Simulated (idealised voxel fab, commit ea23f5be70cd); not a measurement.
The name of this process module is voxel tone inversion.
295 nm wide, 5 nm square cells: that's cross-section cut.
Notation: cross-section as square-cell grid; stated in bands, top first, going down; one or more cell rows per band.
It is stipulated that each band's entry specify, in nanometres, the height of the top of the band and then that of its bottom, followed by the materials of the band in left-to-right sequence, each together with its width in nanometres. A single material marked by the word "everywhere" is understood to fill the band from edge to edge; the word "air" is understood to denote empty space.
We count height from 0. Below that, the starting wafer is all one material. The lowest band never ends at the bottom but goes on down; see "0 -> down" for how that is written.
You'd read "30 to 40" like this: the band's top row of cells is as wide as the first number, its bottom row is as wide as the second, and going down, every row changes width by the same amount as the row before did.
Any step labelled "nothing altered" changed none of the cells in the cross-section.
Entry "Enclosed voids". Content: empty spaces with no open connection to the top, size 8 cells or greater. Each: width x height at distance. Distance: from left edge. Unit: nm.
Post-settings text on a step line: simulator's own remark regarding the step.
The setting "overlay nm" may be written on the line of a step. When the step uses a mask, the value reports how far to the right of the planned place the mask lay, and a negative value reports that it lay to the left.
List of planned process steps:
1,RECEIVE, material Si
2,CONFORMAL_DEP, material SiCN, thk nm 5
3,DIRECTIONAL_DEP, material aC, thk nm 25
4,PATTERN, tone cover, mask id POSTS, material resist, width nm 15, pitch nm 45, thk nm 35, overlay nm 0
5,DIRECTIONAL_ETCH, etch materials aC, depth nm 25
6,STRIP, etch materials resist
7,FILL_DEP, material SiO2, thk nm 5
8,CMP, height nm 30
9,STRIP, etch materials aC
First wafer, two in total, run as planned:
Cross-section: wafer on arrival = after step 1:
- 0 -> down  Si everywhere
- Enclosed voids: none
Cross-section through the wafer, step 2 finished:
- 5 -> 0  SiCN everywhere
- At heights below 0, the structure remains unaltered.
Cross-section through the wafer, step 3 finished:
- 30 -> 5  aC everywhere
- At heights below 5, the structure remains unaltered.
Cross-section through the wafer, step 4 finished:
- 65 -> 30  air=95 | resist=15 | air=30 | resist=15 | air=30 | resist=15 | air=95
- At heights below 30, the structure remains unaltered.
Cross-section through the wafer, step 5 finished:
- 40 -> 30  air=95 | resist=15 | air=30 | resist=15 | air=30 | resist=15 | air=95
- 30 -> 5  air=95 | aC=15 | air=30 | aC=15 | air=30 | aC=15 | air=95
- At heights below 5, the structure remains unaltered.
Cross-section through the wafer, step 6 finished:
- 30 -> 5  air=95 | aC=15 | air=30 | aC=15 | air=30 | aC=15 | air=95
- At heights below 5, the structure remains unaltered.
Cross-section through the wafer, step 7 finished:
- 35 -> 30  SiO2 everywhere
- 30 -> 5  SiO2=95 | aC=15 | SiO2=30 | aC=15 | SiO2=30 | aC=15 | SiO2=95
- At heights below 5, the structure remains unaltered.
Cross-section through the wafer, step 8 finished:
- 30 -> 5  SiO2=95 | aC=15 | SiO2=30 | aC=15 | SiO2=30 | aC=15 | SiO2=95
- At heights below 5, the structure remains unaltered.
Cross-section through the wafer, step 9 finished:
- 30 -> 5  SiO2=95 | air=15 | SiO2=30 | air=15 | SiO2=30 | air=15 | SiO2=95
- At heights below 5, the structure remains unaltered.
Regarding the second of the two wafers: it shared the first wafer's starting condition and process plan, yet one error occurred during its execution. Its history coincides with that of the first wafer up to and including step 1:
when step 2 should have ended:
- 25 -> 0  aC everywhere
- At heights below 0, the structure remains unaltered.
when step 3 should have ended:
- 30 -> 25  SiCN everywhere
- At heights below 25, the structure remains unaltered.
when step 4 should have ended:
- 65 -> 30  air=95 | resist=15 | air=30 | resist=15 | air=30 | resist=15 | air=95
- At heights below 30, the structure remains unaltered.
when step 5 should have ended:
- 40 -> 30  air=95 | resist=15 | air=30 | resist=15 | air=30 | resist=15 | air=95
- At heights below 30, the structure remains unaltered.
when step 6 should have ended:
- 30 -> 25  SiCN everywhere
- At heights below 25, the structure remains unaltered.
when step 7 should have ended:
- 35 -> 30  SiO2 everywhere
- At heights below 30, the structure remains unaltered.
when step 8 should have ended:
- 30 -> 25  SiCN everywhere
- At heights below 25, the structure remains unaltered.
when step 9 should have ended: nothing altered
Nonconformance to the process plan: it was found that steps 2 and 3 of the process plan had been performed in exchanged positions
Heads up, by the end the second wafer has more or fewer cells of some materials compared to the first: -250 SiO2, +295 aC
